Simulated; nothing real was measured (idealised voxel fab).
Herein follows the process module entitled voxel gate over fins.
Square cell edge 5 nm, section width 230 nm, ID cut.
Throughout this document, each cross-section is represented as a grid of square cells and is presented as a sequence of bands enumerated from the top downward, where a band comprises one or more rows of cells.
Within each band entry, the heights of the top and of the bottom of the band appear first, in that order and in nm; the materials of the band then follow from left to right, each with its corresponding width in nm. The designation "edge to edge" on a single material indicates that it fills the band from edge to edge; the designation "air" indicates empty space.
Basically, 0 is our baseline, since under it the wafer straight out of the box is all one material. The bottom band has no lower end and keeps on going down, so it looks like "z 0 and below".
Read "30..40" as a graded width: first number on top, second number at the bottom, same change between each pair of neighbouring rows.
Where the words "no alteration" appear for a step, the cross-section shows no cell changed by that step; every cell remained as before.
You'll see "Voids, enclosed" listing empty spaces that have no way open to the top, as long as they're 8 cells or more; the notation is width x height at distance, where the distance is from the left edge, and all of it is in nm.
Text after the settings on a step's line: the simulator's own remark on that step.
On any step carrying a mask, the "overlay nm" setting, if present on the step's line, tells how far right of its planned place the mask lay; negative values point to the left.

THIS SECTION LISTS THE PROCESS STEPS THAT WERE PLANNED
1) RECEIVE,material Si
2) CONFORMAL_DEP,material SiN,thk nm 5
3) MASKED_ETCH,tone cover,mask id FINS,width nm 15,pitch nm 35,etch materials SiN,depth nm 5,overlay nm 0
4) MASKED_ETCH,tone cover,mask id FINS,width nm 15,pitch nm 35,etch materials Si,depth nm 40,overlay nm 0
5) OXIDIZE,depth nm 5
6) FILL_DEP,material SiO2,thk nm 10
7) CMP,height nm 5
8) SELECTIVE_ETCH,etch materials SiO2,depth nm 20
9) STRIP,etch materials SiN
10) CONFORMAL_DEP,material HfO2,thk nm 5
11) CONFORMAL_DEP,material TiN,thk nm 5
12) FILL_DEP,material W,thk nm 15
13) CMP,height nm 20
14) CONFORMAL_DEP,material SiCN,thk nm 5

THIS IS THE CROSS-SECTION OF THE WAFER AS WE RECEIVED IT, I.E. AFTER STEP 1
    z 0 and below: Si edge to edge
    Voids, enclosed: none

THE FIRST OF TWO WAFERS, CROSS-SECTIONED AT THE END OF THE MODULE, WITH THE RUN PROCEEDING AS PLANNED
    z 25 to 20: SiCN edge to edge
    z 20 to 10: W edge to edge
    z 10 to 5: W: 65  TiN: 25  W: 10  TiN: 25  W: 10  TiN: 25  W: 70
    z 5 to 0: W: 65  TiN: 5  HfO2: 15  TiN: 5  W: 10  TiN: 5  HfO2: 15  TiN: 5  W: 10  TiN: 5  HfO2: 15  TiN: 5  W: 70
    z 0 to -5: W: 65  TiN: 5  HfO2: 5  Si: 5  HfO2: 5  TiN: 5  W: 10  TiN: 5  HfO2: 5  Si: 5  HfO2: 5  TiN: 5  W: 10  TiN: 5  HfO2: 5  Si: 5  HfO2: 5  TiN: 5  W: 70
    z -5 to -10: TiN: 70  HfO2: 5  Si: 5  HfO2: 5  TiN: 20  HfO2: 5  Si: 5  HfO2: 5  TiN: 20  HfO2: 5  Si: 5  HfO2: 5  TiN: 75
    z -10 to -15: HfO2: 75  Si: 5  HfO2: 30  Si: 5  HfO2: 30  Si: 5  HfO2: 80
    z -15 to -45: SiO2: 75  Si: 5  SiO2: 30  Si: 5  SiO2: 30  Si: 5  SiO2: 80
    z -45 and below: Si edge to edge
    Voids, enclosed: none

END-OF-MODULE CROSS-SECTION OF THE SECOND WAFER: IDENTICAL STARTING POINT AND PROCESS PLAN TO THE FIRST, WITH ONE PROCESSING MISTAKE
    z 25 to 20: SiCN edge to edge
    z 20 to 15: W edge to edge
    z 15 to 10: TiN edge to edge
    z 10 to 5: HfO2: 75  TiN: 5  HfO2: 30  TiN: 5  HfO2: 30  TiN: 5  HfO2: 80
    z 5 to 0: SiCN: 70  HfO2: 15  SiCN: 20  HfO2: 15  SiCN: 20  HfO2: 15  SiCN: 75
    z 0 to -40: SiCN: 70  SiO2: 5  Si: 5  SiO2: 5  SiCN: 20  SiO2: 5  Si: 5  SiO2: 5  SiCN: 20  SiO2: 5  Si: 5  SiO2: 5  SiCN: 75
    z -40 to -45: SiO2: 75  Si: 5  SiO2: 30  Si: 5  SiO2: 30  Si: 5  SiO2: 80
    z -45 and below: Si edge to edge
    Voids, enclosed: none
Where did the run depart from the plan? not per plan at step 6, really ran FILL_DEP,material SiCN,thk nm 10
Final cells, second wafer relative to first, materials higher or lower: 12 fewer of HfO2, 333 more of SiCN, 167 fewer of SiO2, 15 fewer of TiN, 139 fewer of W
